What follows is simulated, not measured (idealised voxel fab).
The process module presented herein is designated voxel released beams.
Each square cell in cross-section cut measures 5 nm, and the section as a whole is 220 nm wide.
Bands, listed from the top down, are how a cross-section gets written in this document; the cross-section itself is a grid of square cells, and a band is one or more rows of them. Read a band's entry like this: the first values are the height of its top and the height of its bottom in nm, and what follows is the sequence of materials from left to right, each with its width in nm. Note that "blank" is empty space, and that a single material marked "edge to edge" reaches across the band from edge to edge. The level at which height equals 0 is the one under which the wafer, as it arrives, is entirely one material. No lower edge exists for the bottom band, which continues downward and is notated as in "z 0 and below". The width entry "30 to 40" should be interpreted row by row: the top row of cells in the band takes the first number, the bottom row takes the second number, and the change between adjacent rows is uniform throughout. Where a step carries "no modifications", the cross-section came out of it unchanged, cell for cell. "Entrapped voids": empty spaces of 8 cells or more with no open way to the top, each given as width x height at distance, distance from the left edge, all in nm. On each step's line, the part that comes after the settings is the simulator's own comment on the step. Among the settings permitted on a step's line is "overlay nm"; applied to a step with a mask, it specifies the extent to which the mask lay to the right of its planned position, whereas a negative figure signifies a position to the left.

**plan**
1. RECEIVE, material Si
2. CONFORMAL_DEP, material SiN, thk nm 5
3. DIRECTIONAL_DEP, material SiO2, thk nm 20
4. PATTERN, tone open, mask id ANCHOR, material resist, width nm 30, thk nm 15, overlay nm 0
5. DIRECTIONAL_ETCH, etch materials SiO2, depth nm 20
6. STRIP, etch materials resist
7. CONFORMAL_DEP, material polySi, thk nm 10
8. PATTERN, tone cover, mask id BEAM, material resist, width nm 95, thk nm 15, overlay nm 0
9. DIRECTIONAL_ETCH, etch materials polySi, depth nm 10
10. STRIP, etch materials resist
11. STRIP, etch materials SiO2

**Of two wafers, the first: run according to plan**

**Cross-section of the wafer as it came to us, i.e., already through step 1**
    z 0 and below | Si edge to edge
    Entrapped voids: none

**Step 2 done - wafer cross-section**
    z 5 to 0 | SiN edge to edge
    Whatever lies below 0 is exactly as it was before.

**Step 3 done - wafer cross-section**
    z 25 to 5 | SiO2 edge to edge
    Whatever lies below 5 is exactly as it was before.

**Step 4 done - wafer cross-section**
    z 40 to 25 | 65 nm resist  30 nm blank  125 nm resist
    Whatever lies below 25 is exactly as it was before.

**Step 5 done - wafer cross-section**
    z 40 to 25 | 65 nm resist  30 nm blank  125 nm resist
    z 25 to 5 | 65 nm SiO2  30 nm blank  125 nm SiO2
    Whatever lies below 5 is exactly as it was before.

**Step 6 done - wafer cross-section**
    z 25 to 5 | 65 nm SiO2  30 nm blank  125 nm SiO2
    Whatever lies below 5 is exactly as it was before.

**Step 7 done - wafer cross-section**
    z 35 to 25 | 75 nm polySi  10 nm blank  135 nm polySi
    z 25 to 15 | 65 nm SiO2  10 nm polySi  10 nm blank  10 nm polySi  125 nm SiO2
    z 15 to 5 | 65 nm SiO2  30 nm polySi  125 nm SiO2
    Whatever lies below 5 is exactly as it was before.

**Step 8 done - wafer cross-section**
    z 50 to 35 | 60 nm blank  95 nm resist  65 nm blank
    z 35 to 25 | 75 nm polySi  10 nm resist  135 nm polySi
    z 25 to 15 | 65 nm SiO2  10 nm polySi  10 nm resist  10 nm polySi  125 nm SiO2
    Whatever lies below 15 is exactly as it was before.

**Step 9 done - wafer cross-section**
    z 50 to 35 | 60 nm blank  95 nm resist  65 nm blank
    z 35 to 25 | 60 nm blank  15 nm polySi  10 nm resist  70 nm polySi  65 nm blank
    Whatever lies below 25 is exactly as it was before.

**Step 10 done - wafer cross-section**
    z 35 to 25 | 60 nm blank  15 nm polySi  10 nm blank  70 nm polySi  65 nm blank
    z 25 to 15 | 65 nm SiO2  10 nm polySi  10 nm blank  10 nm polySi  125 nm SiO2
    Whatever lies below 15 is exactly as it was before.

**Step 11 done - wafer cross-section**
    z 35 to 25 | 60 nm blank  15 nm polySi  10 nm blank  70 nm polySi  65 nm blank
    z 25 to 15 | 65 nm blank  10 nm polySi  10 nm blank  10 nm polySi  125 nm blank
    z 15 to 5 | 65 nm blank  30 nm polySi  125 nm blank
    Whatever lies below 5 is exactly as it was before.

**Second Wafer (Identical Start and Plan, One Processing Error; Matches First Wafer Through Step 2)**

**Second wafer shown in cross-section at the time step 3 was slated to end**
    z 25 to 5 | polySi edge to edge
    Whatever lies below 5 is exactly as it was before.

**Second wafer shown in cross-section at the time step 4 was slated to end**
    z 40 to 25 | 65 nm resist  30 nm blank  125 nm resist
    Whatever lies below 25 is exactly as it was before.

Second wafer shown in cross-section at the time step 5 was slated to end: no modifications

**Second wafer shown in cross-section at the time step 6 was slated to end**
    z 25 to 5 | polySi edge to edge
    Whatever lies below 5 is exactly as it was before.

**Second wafer shown in cross-section at the time step 7 was slated to end**
    z 35 to 5 | polySi edge to edge
    Whatever lies below 5 is exactly as it was before.

**Second wafer shown in cross-section at the time step 8 was slated to end**
    z 50 to 35 | 60 nm blank  95 nm resist  65 nm blank
    Whatever lies below 35 is exactly as it was before.

**Second wafer shown in cross-section at the time step 9 was slated to end**
    z 50 to 35 | 60 nm blank  95 nm resist  65 nm blank
    z 35 to 25 | 60 nm blank  95 nm polySi  65 nm blank
    Whatever lies below 25 is exactly as it was before.

**Second wafer shown in cross-section at the time step 10 was slated to end**
    z 35 to 25 | 60 nm blank  95 nm polySi  65 nm blank
    Whatever lies below 25 is exactly as it was before.

Second wafer shown in cross-section at the time step 11 was slated to end: no modifications
What was done differently from what was planned? step 3 was processed under conditions differing from the plan, specifically as DIRECTIONAL_DEP, material polySi, thk nm 20
Wrapping up, a cell-based count of both wafers puts the second over or under the first for these materials: polySi +160
